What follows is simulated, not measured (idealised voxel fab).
A process module follows: voxel spacer lines.
The figure presents cross-section cut, which has a width of 265 nm and is divided into square cells with an edge length of 5 nm.
In this document a cross-section is written as a grid of square cells. It is given as a series of bands, listed from the top down, and a band is one or more rows of cells.
What a band's entry tells you: where the top is and where the bottom is, as heights in nm, and after that what lies inside, material by material from left to right, each with its width in nm. Empty space is written as the word "empty", and a single material marked with the word "all across" occupies the band from edge to edge.
The level at which height equals 0 is the one under which the wafer, as it arrives, is entirely one material. No lower edge exists for the bottom band, which continues downward and is notated as in "0 and below".
A two-number width, for instance "30 to 40", indicates that the width is equal to the first number in the top row of the band and to the second number in the bottom row, and that it changes by a constant amount per row of cells.
"no alterations made" means the step left every cell of the cross-section as it was.
Any empty space of 8 cells or more lacking an open way to the top shows up in "Entrapped voids" as width x height at distance, distance from the left edge, in nm.
Past the settings on a step's line: simulator remark, on that step.
Among the settings permitted on a step's line is "overlay nm"; applied to a step with a mask, it specifies the extent to which the mask lay to the right of its planned position, whereas a negative figure signifies a position to the left.
## Process steps - plan
1 op RECEIVE | material Si
2 op CONFORMAL_DEP | material Al2O3 | thk nm 5
3 op DIRECTIONAL_DEP | material W | thk nm 20
4 op DIRECTIONAL_DEP | material polySi | thk nm 25
5 op PATTERN | tone cover | mask id MANDREL | material resist | width nm 25 | pitch nm 80 | thk nm 30 | overlay nm 0
6 op DIRECTIONAL_ETCH | etch materials polySi | depth nm 25
7 op STRIP | etch materials resist
8 op CONFORMAL_DEP | material SiN | thk nm 15
9 op DIRECTIONAL_ETCH | etch materials SiN | depth nm 15
10 op STRIP | etch materials polySi
11 op DIRECTIONAL_ETCH | etch materials W | depth nm 20
12 op STRIP | etch materials SiN
13 op FILL_DEP | material SiO2 | thk nm 5
14 op CMP | height nm 25
## Shown in cross-section is the wafer as received, that is, as it stands after step 1
- 0 and below: Si all across
- Entrapped voids: none
## Post-module cross-section of the first of two wafers (run per plan)
- 25 down to 5: SiO2: 25, then W: 15, then SiO2: 25, then W: 15, then SiO2: 25, then W: 15, then SiO2: 25, then W: 15, then SiO2: 25, then W: 15, then SiO2: 25, then W: 15, then SiO2: 25
- 5 down to 0: Al2O3 all across
- 0 and below: Si all across
- Entrapped voids: none
## Second wafer through the module, sectioned at the end: same beginning and same plan as the first wafer, with one mistake in carrying it out
- 25 down to 20: SiO2 all across
- 20 down to 0: SiO2: 25, then W: 15, then SiO2: 25, then W: 15, then SiO2: 25, then W: 15, then SiO2: 25, then W: 15, then SiO2: 25, then W: 15, then SiO2: 25, then W: 15, then SiO2: 25
- 0 and below: Si all across
- Entrapped voids: none
What was the processing mistake? the plan's step 2 went unexecuted, having been skipped
Final difference in cells, second wafer against first, listed per material as more or fewer: Al2O3 -53; SiO2 +53
